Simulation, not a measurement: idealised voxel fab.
Process module under the name voxel gate over fins
Section cut is 270 nm wide and gridded with 5 nm square cells.
In this document a cross-section is written as a grid of square cells. It is given as a series of bands, listed from the top down, and a band is one or more rows of cells. Basically the band line says how high the top is and how high the bottom is, in nm, and then what's in it from left to right, every material with its width in nm. Empty space shows up as "empty", and if a single material carries "edge to edge" it runs the full band edge to edge. Where do heights start? At 0: under that level the wafer as delivered is made of one material only. And the lowest band has no floor; it just carries on downward, as in "top 0, no bottom". Width spec "30..40" -> top row of cells at first value, bottom row at second value, equal per-row change in between. It should be understood that the words "nothing different", when stated for a given step, signify that the cross-section underwent no change in any of its cells during that step. In "Closed void listing" the enclosed voids are listed, meaning empty spaces of 8 cells or larger without any opening to the top. The form is width x height at distance, distance from the left edge, units nm. Note: text after step settings on the step line = simulator remark on that step. You can add "overlay nm" to a step's line. For a step with a mask, it describes how far the mask lay to the right of its planned position, and a negative number describes a lay to the left.

## Steps in the process plan
1: RECEIVE, material Si
2: CONFORMAL_DEP, material SiN, thk nm 5
3: DIRECTIONAL_DEP, material aC, thk nm 10
4: PATTERN, tone cover, mask id FINS, material resist, width nm 15, pitch nm 50, thk nm 30, overlay nm -15
5: DIRECTIONAL_ETCH, etch materials aC, depth nm 10
6: STRIP, etch materials resist
7: DIRECTIONAL_ETCH, etch materials SiN, depth nm 5
8: DIRECTIONAL_ETCH, etch materials Si, depth nm 40
9: STRIP, etch materials aC
10: FILL_DEP, material SiO2, thk nm 5
11: CMP, height nm 5
12: PATTERN, tone open, mask id RAIL, material resist, width nm 15, thk nm 20, overlay nm 0
13: DIRECTIONAL_ETCH, etch materials SiO2, depth nm 40
14: STRIP, etch materials resist
15: CONFORMAL_DEP, material TiN, thk nm 5
16: FILL_DEP, material W, thk nm 5
17: CMP, height nm 5
18: SELECTIVE_ETCH, etch materials W Ru TiN, depth nm 20
19: FILL_DEP, material SiO2, thk nm 5
20: CMP, height nm 5
21: SELECTIVE_ETCH, etch materials SiO2, depth nm 15
22: STRIP, etch materials SiN
23: CONFORMAL_DEP, material HfO2, thk nm 5
24: CONFORMAL_DEP, material TiN, thk nm 5
25: FILL_DEP, material W, thk nm 10
26: CMP, height nm 15
27: CONFORMAL_DEP, material SiCN, thk nm 5
All wafers enter the flow in the same state. The overlay nm at step 4 differs from wafer to wafer, and the plan gives the value for the first wafer.

## Step 1 complete: as-received cross-section of the first of several wafers
	top 0, no bottom  Si edge to edge
	Closed void listing: none

## Cross-section, first of several wafers, end of module, after last step 27
	top 20, bottom 15  SiCN edge to edge
	top 15, bottom 10  W edge to edge
	top 10, bottom 5  75 nm W; 35 nm TiN; 15 nm W; 35 nm TiN; 110 nm W
	top 5, bottom 0  75 nm W; 5 nm TiN; 25 nm HfO2; 5 nm TiN; 15 nm W; 5 nm TiN; 25 nm HfO2; 5 nm TiN; 110 nm W
	top 0, bottom -5  80 nm TiN; 5 nm HfO2; 15 nm Si; 5 nm HfO2; 25 nm TiN; 5 nm HfO2; 15 nm Si; 5 nm HfO2; 115 nm TiN
	top -5, bottom -10  85 nm HfO2; 15 nm Si; 35 nm HfO2; 15 nm Si; 120 nm HfO2
	top -10, bottom -15  85 nm SiO2; 15 nm Si; 35 nm SiO2; 15 nm Si; 120 nm SiO2
	top -15, bottom -35  85 nm SiO2; 15 nm Si; 25 nm SiO2; 10 nm TiN; 15 nm Si; 120 nm SiO2
	top -35, bottom -40  85 nm SiO2; 15 nm Si; 35 nm SiO2; 15 nm Si; 120 nm SiO2
	top -40, no bottom  Si edge to edge
	Closed void listing: none

## Cross-section of the final wafer among several, taken at the end of the module
	top 20, bottom 15  SiCN edge to edge
	top 15, bottom 10  W edge to edge
	top 10, bottom 5  105 nm W; 35 nm TiN; 15 nm W; 35 nm TiN; 80 nm W
	top 5, bottom 0  105 nm W; 5 nm TiN; 25 nm HfO2; 5 nm TiN; 15 nm W; 5 nm TiN; 25 nm HfO2; 5 nm TiN; 80 nm W
	top 0, bottom -5  110 nm TiN; 5 nm HfO2; 15 nm Si; 5 nm HfO2; 25 nm TiN; 5 nm HfO2; 15 nm Si; 5 nm HfO2; 85 nm TiN
	top -5, bottom -10  115 nm HfO2; 15 nm Si; 35 nm HfO2; 15 nm Si; 90 nm HfO2
	top -10, bottom -15  115 nm SiO2; 15 nm Si; 35 nm SiO2; 15 nm Si; 90 nm SiO2
	top -15, bottom -35  115 nm SiO2; 15 nm Si; 10 nm TiN; 25 nm SiO2; 15 nm Si; 90 nm SiO2
	top -35, bottom -40  115 nm SiO2; 15 nm Si; 35 nm SiO2; 15 nm Si; 90 nm SiO2
	top -40, no bottom  Si edge to edge
	Closed void listing: none

## Per wafer, end of module: cells gained (+) or lost (-) per material since receipt, then closed voids
overlay nm -15 | +62 HfO2 | -384 Si | +54 SiCN | +280 SiO2 | +70 TiN | +134 W | Closed void listing: none
overlay nm -10 | +62 HfO2 | -384 Si | +54 SiCN | +276 SiO2 | +71 TiN | +137 W | Closed void listing: none
overlay nm -5 | +62 HfO2 | -384 Si | +54 SiCN | +276 SiO2 | +71 TiN | +137 W | Closed void listing: none
overlay nm 0 | +62 HfO2 | -384 Si | +54 SiCN | +276 SiO2 | +71 TiN | +137 W | Closed void listing: none
overlay nm 5 | +62 HfO2 | -384 Si | +54 SiCN | +276 SiO2 | +71 TiN | +137 W | Closed void listing: none
overlay nm 10 | +62 HfO2 | -384 Si | +54 SiCN | +276 SiO2 | +71 TiN | +137 W | Closed void listing: none
overlay nm 15 | +62 HfO2 | -384 Si | +54 SiCN | +280 SiO2 | +70 TiN | +134 W | Closed void listing: none
